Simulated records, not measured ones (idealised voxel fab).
Process module name: voxel plated lines
Cross-section cut spans 185 nm and uses square cells 5 nm in size.
Cross-section, as written here: a square-cell grid given band by band from the top down, where a band holds one or more rows of cells.
The entry gives the band's vertical extent as a top height and a bottom height in nm, then its horizontal make-up as materials from left to right, each with a width in nm. "empty" stands for empty space; a single material marked "all across" fills the band edge to edge.
We count height from 0. Below that, the starting wafer is all one material. The lowest band never ends at the bottom but goes on down; see "0 and below" for how that is written.
Think of "30->40" as a width that walks from the first number to the second as you go down the band, top row to bottom row, taking equal-sized steps from row to row.
"nothing got changed" means the step left every cell of the cross-section as it was.
The list in "Encapsulated voids" covers empty spaces of 8 cells or more that cannot reach the top through any open way, and it gives each as width x height at distance; the distance is from the left edge, and width, height and distance are in nm.
Anything after a step's settings on that line? It's the simulator's own note about the step.
overlay nm: how far to the right of its planned place the mask lay on this masked step (negative: to the left).

[Set out below are the planned steps of the process]
1: RECEIVE (material Si)
2: CONFORMAL_DEP (material Al2O3; thk nm 15)
3: DIRECTIONAL_DEP (material TiN; thk nm 5)
4: PATTERN (tone open; mask id LINES; material resist; width nm 20; pitch nm 35; thk nm 15; overlay nm 0)
5: EPI (material Ru; thk nm 5)
6: STRIP (etch materials resist)
7: DIRECTIONAL_ETCH (etch materials TiN; depth nm 5)
8: CONFORMAL_DEP (material SiO2; thk nm 5)

[Received-state cross-section, reflecting completion of step 1]
	0 and below = Si all across
	Encapsulated voids: none

[End-of-module XS, first of two wafers, run as planned]
	30 down to 25 = empty: 40, then SiO2: 30, then empty: 5, then SiO2: 30, then empty: 5, then SiO2: 30, then empty: 45
	25 down to 20 = empty: 40, then SiO2: 5, then Ru: 20, then SiO2: 5, then empty: 5, then SiO2: 5, then Ru: 20, then SiO2: 5, then empty: 5, then SiO2: 5, then Ru: 20, then SiO2: 5, then empty: 45
	20 down to 15 = SiO2: 45, then TiN: 20, then SiO2: 15, then TiN: 20, then SiO2: 15, then TiN: 20, then SiO2: 50
	15 down to 0 = Al2O3 all across
	0 and below = Si all across
	Encapsulated voids: none

[Second of two wafers, module complete, sectioned: it shares the first wafer's start and plan but was run with one mistake]
	40 down to 35 = empty: 40, then SiO2: 30, then empty: 5, then SiO2: 30, then empty: 5, then SiO2: 30, then empty: 45
	35 down to 30 = empty: 40, then SiO2: 5, then Ru: 20, then SiO2: 5, then empty: 5, then SiO2: 5, then Ru: 20, then SiO2: 5, then empty: 5, then SiO2: 5, then Ru: 20, then SiO2: 5, then empty: 45
	30 down to 25 = SiO2: 45, then TiN: 20, then SiO2: 15, then TiN: 20, then SiO2: 15, then TiN: 20, then SiO2: 50
	25 down to 15 = TiN all across
	15 down to 0 = Al2O3 all across
	0 and below = Si all across
	Encapsulated voids: none
Here's what went sideways: step 3 ran differently from the plan; actual operation with settings: DIRECTIONAL_DEP (material TiN; thk nm 15)
Per the end-of-run cell counts, the second wafer holds more or fewer of some materials than the first: +74 TiN
